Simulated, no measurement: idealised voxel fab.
The name of this process module is voxel wiring stack.
Xsec cut, 185 nm wide, square cell size 5 nm.
If you're reading a cross-section in this doc, picture square cells in a grid; it comes to you as bands, top ones listed first down to the bottom, and a band can be one or more rows of cells.
A band entry consists of two parts. The first gives the height of the band's top and the height of its bottom, in nm. The rest lists the band's materials from left to right, each with its width in nm. A single material labelled with the word "all across" fills the band from edge to edge, and the word "air" marks empty space.
Basically, 0 is our baseline, since under it the wafer straight out of the box is all one material. The bottom band has no lower end and keeps on going down, so it looks like "0 and below".
A two-number width, for instance "30..40", indicates that the width is equal to the first number in the top row of the band and to the second number in the bottom row, and that it changes by a constant amount per row of cells.
"changes: none" means the step left every cell of the cross-section as it was.
Any empty space of 8 cells or more lacking an open way to the top shows up in "Enclosed void list" as width x height at distance, distance from the left edge, in nm.
What comes after the settings on a step's line is commentary from the simulator itself on that step.
What "overlay nm" on a step's line means: if the step has a mask, that mask lay this far to the right of its planned place, or, when the value is negative, to the left.
**Process steps foreseen in the plan**
| 1 | op RECEIVE | material Si |
| 2 | op CONFORMAL_DEP | material SiO2 | thk nm 15 |
| 3 | op CONFORMAL_DEP | material SiN | thk nm 5 |
| 4 | op DIRECTIONAL_DEP | material lowk | thk nm 20 |
| 5 | op PATTERN | tone open | mask id METAL_1 | material resist | width nm 20 | pitch nm 45 | thk nm 20 | overlay nm 0 |
| 6 | op DIRECTIONAL_ETCH | etch materials lowk | depth nm 20 |
| 7 | op DIRECTIONAL_ETCH | etch materials SiN | depth nm 5 |
| 8 | op STRIP | etch materials resist |
| 9 | op CONFORMAL_DEP | material TiN | thk nm 5 |
| 10 | op FILL_DEP | material Cu | thk nm 10 |
| 11 | op CMP | height nm 40 |
| 12 | op EPI | material Ru | thk nm 5 |
| 13 | op FILL_DEP | material SiCN | thk nm 5 |
| 14 | op DIRECTIONAL_DEP | material lowk | thk nm 20 |
| 15 | op MASKED_ETCH | tone open | mask id PLUG_1 | width nm 15 | pitch nm 90 | etch materials lowk | depth nm 20 | overlay nm 0 |
| 16 | op MASKED_ETCH | tone open | mask id PLUG_1 | width nm 15 | pitch nm 90 | etch materials SiCN | depth nm 5 | overlay nm 0 |
| 17 | op CONFORMAL_DEP | material TiN | thk nm 5 |
| 18 | op FILL_DEP | material W | thk nm 5 |
| 19 | op CMP | height nm 70 |
| 20 | op DIRECTIONAL_DEP | material TiN | thk nm 5 |
| 21 | op DIRECTIONAL_DEP | material Ru | thk nm 25 |
| 22 | op DIRECTIONAL_DEP | material aC | thk nm 10 |
| 23 | op PATTERN | tone cover | mask id METAL_2 | material resist | width nm 20 | pitch nm 45 | thk nm 30 | overlay nm 0 |
| 24 | op DIRECTIONAL_ETCH | etch materials aC | depth nm 10 |
| 25 | op STRIP | etch materials resist |
| 26 | op DIRECTIONAL_ETCH | etch materials Ru | depth nm 25 |
| 27 | op DIRECTIONAL_ETCH | etch materials TiN | depth nm 5 |
| 28 | op STRIP | etch materials aC |
| 29 | op FILL_DEP | material SiO2 | thk nm 10 |
| 30 | op CMP | height nm 100 |
| 31 | op CONFORMAL_DEP | material SiCN | thk nm 5 |
Wafer-to-wafer difference: thk nm, step 20. Common start. Plan = first wafer's value.
**Here's the first of the wafers in cross-section, just as we got it, i.e. after step 1**
- 0 and below | Si all across
- Enclosed void list: none
**Depicted here is the first of several wafers in cross-section, at module completion following the last step, step 31**
- 105 down to 100 | SiCN all across
- 100 down to 75 | SiO2: 35  Ru: 20  SiO2: 25  Ru: 20  SiO2: 25  Ru: 20  SiO2: 40
- 75 down to 70 | SiO2: 35  TiN: 20  SiO2: 25  TiN: 20  SiO2: 25  TiN: 20  SiO2: 40
- 70 down to 50 | lowk: 35  TiN: 5  W: 5  TiN: 5  lowk: 75  TiN: 5  W: 5  TiN: 5  lowk: 45
- 50 down to 45 | SiCN: 35  TiN: 15  SiCN: 75  TiN: 15  SiCN: 45
- 45 down to 40 | SiCN: 30  Ru: 30  SiCN: 15  Ru: 30  SiCN: 15  Ru: 30  SiCN: 35
- 40 down to 20 | lowk: 35  TiN: 5  Cu: 10  TiN: 5  lowk: 25  TiN: 5  Cu: 10  TiN: 5  lowk: 25  TiN: 5  Cu: 10  TiN: 5  lowk: 40
- 20 down to 15 | SiN: 35  TiN: 20  SiN: 25  TiN: 20  SiN: 25  TiN: 20  SiN: 40
- 15 down to 0 | SiO2 all across
- 0 and below | Si all across
- Enclosed void list: none
**Showing the last wafer in cross-section at the end of the module**
- 105 down to 100 | SiCN all across
- 100 down to 90 | SiO2: 35  Ru: 20  SiO2: 25  Ru: 20  SiO2: 25  Ru: 20  SiO2: 40
- 90 down to 85 | SiO2: 35  TiN: 20  SiO2: 25  TiN: 20  SiO2: 25  TiN: 20  SiO2: 40
- 85 down to 70 | TiN all across
- 70 down to 50 | lowk: 35  TiN: 5  W: 5  TiN: 5  lowk: 75  TiN: 5  W: 5  TiN: 5  lowk: 45
- 50 down to 45 | SiCN: 35  TiN: 15  SiCN: 75  TiN: 15  SiCN: 45
- 45 down to 40 | SiCN: 30  Ru: 30  SiCN: 15  Ru: 30  SiCN: 15  Ru: 30  SiCN: 35
- 40 down to 20 | lowk: 35  TiN: 5  Cu: 10  TiN: 5  lowk: 25  TiN: 5  Cu: 10  TiN: 5  lowk: 25  TiN: 5  Cu: 10  TiN: 5  lowk: 40
- 20 down to 15 | SiN: 35  TiN: 20  SiN: 25  TiN: 20  SiN: 25  TiN: 20  SiN: 40
- 15 down to 0 | SiO2 all across
- 0 and below | Si all across
- Enclosed void list: none
**Gained (+) or lost (-) cells of each material since receipt, then closed voids: one row per wafer, at the end of the module**
thk nm 5; +24 Cu; +78 Ru; +87 SiCN; +25 SiN; +261 SiO2; +70 TiN; +8 W; +224 lowk; Enclosed void list: none
thk nm 10; +24 Cu; +66 Ru; +87 SiCN; +25 SiN; +236 SiO2; +107 TiN; +8 W; +224 lowk; Enclosed void list: none
thk nm 15; +24 Cu; +54 Ru; +87 SiCN; +25 SiN; +211 SiO2; +144 TiN; +8 W; +224 lowk; Enclosed void list: none
thk nm 20; +24 Cu; +42 Ru; +87 SiCN; +25 SiN; +186 SiO2; +181 TiN; +8 W; +224 lowk; Enclosed void list: none
